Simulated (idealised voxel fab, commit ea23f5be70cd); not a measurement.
process module | voxel double patterning
Cross-section cut spans 170 nm and uses square cells 5 nm in size.
A cross-section in this document is a grid of square cells, and it is written down as bands, the top band listed before the ones below it; a band is made up of one or more rows of cells. Band entry format. Leading values: height of top, height of bottom, nm. Remainder: materials in left-to-right order, each with its width in nm. Special words: "edge to edge" on a single material, which then fills the band edge to edge; "air", empty space. Heights are expressed relative to 0, this being the level below which the as-received wafer comprises one material exclusively. The lowest band is unbounded in the downward direction and is denoted as in "0..down". Width spec "30->40" -> top row of cells at first value, bottom row at second value, equal per-row change in between. "remains unaltered" means the step left every cell of the cross-section as it was. Voids not open to the top, 8 cells minimum: see "Unvented cavities". Written width x height at distance; distance is from the left edge; nm. On a step's line, text after the settings is the simulator commenting on that step. "overlay nm", when on a step's line for a step with a mask, measures how far to the right of its planned place the mask lay; a negative measure means to the left.

So here's the lineup of process steps we planned
step 1: RECEIVE [material Si]
step 2: CONFORMAL_DEP [material SiN] [thk nm 10]
step 3: DIRECTIONAL_DEP [material SiO2] [thk nm 10]
step 4: DIRECTIONAL_DEP [material SiCN] [thk nm 5]
step 5: MASKED_ETCH [tone open] [mask id FIRST] [width nm 15] [pitch nm 50] [etch materials SiCN] [depth nm 5] [overlay nm 0]
step 6: PATTERN [tone open] [mask id SECOND] [material resist] [width nm 15] [thk nm 20] [overlay nm 0]
step 7: DIRECTIONAL_ETCH [etch materials SiCN] [depth nm 5]
step 8: STRIP [etch materials resist]
step 9: DIRECTIONAL_ETCH [etch materials SiO2] [depth nm 10]
step 10: STRIP [etch materials SiCN]

Wafer as received: cross-section following step 1
    0..down | Si edge to edge
    Unvented cavities: none

The first of the two wafers as seen in cross-section once the module was finished; processing followed the plan
    20..10 | SiO2: 50; air: 15; SiO2: 10; air: 15; SiO2: 10; air: 15; SiO2: 55
    10..0 | SiN edge to edge
    0..down | Si edge to edge
    Unvented cavities: none

Cross-section of the latter of the two wafers at module completion. It had an identical start and an identical plan to the former; in running it, one mistake was made
    25..15 | SiO2: 50; air: 15; SiO2: 10; air: 15; SiO2: 10; air: 15; SiO2: 55
    15..10 | SiO2 edge to edge
    10..0 | SiN edge to edge
    0..down | Si edge to edge
    Unvented cavities: none
What was done differently from what was planned? not per plan at step 3, really ran DIRECTIONAL_DEP [material SiO2] [thk nm 15]
The final cell counts differ between the wafers, with the second having more or fewer of some materials than the first: SiO2 +34
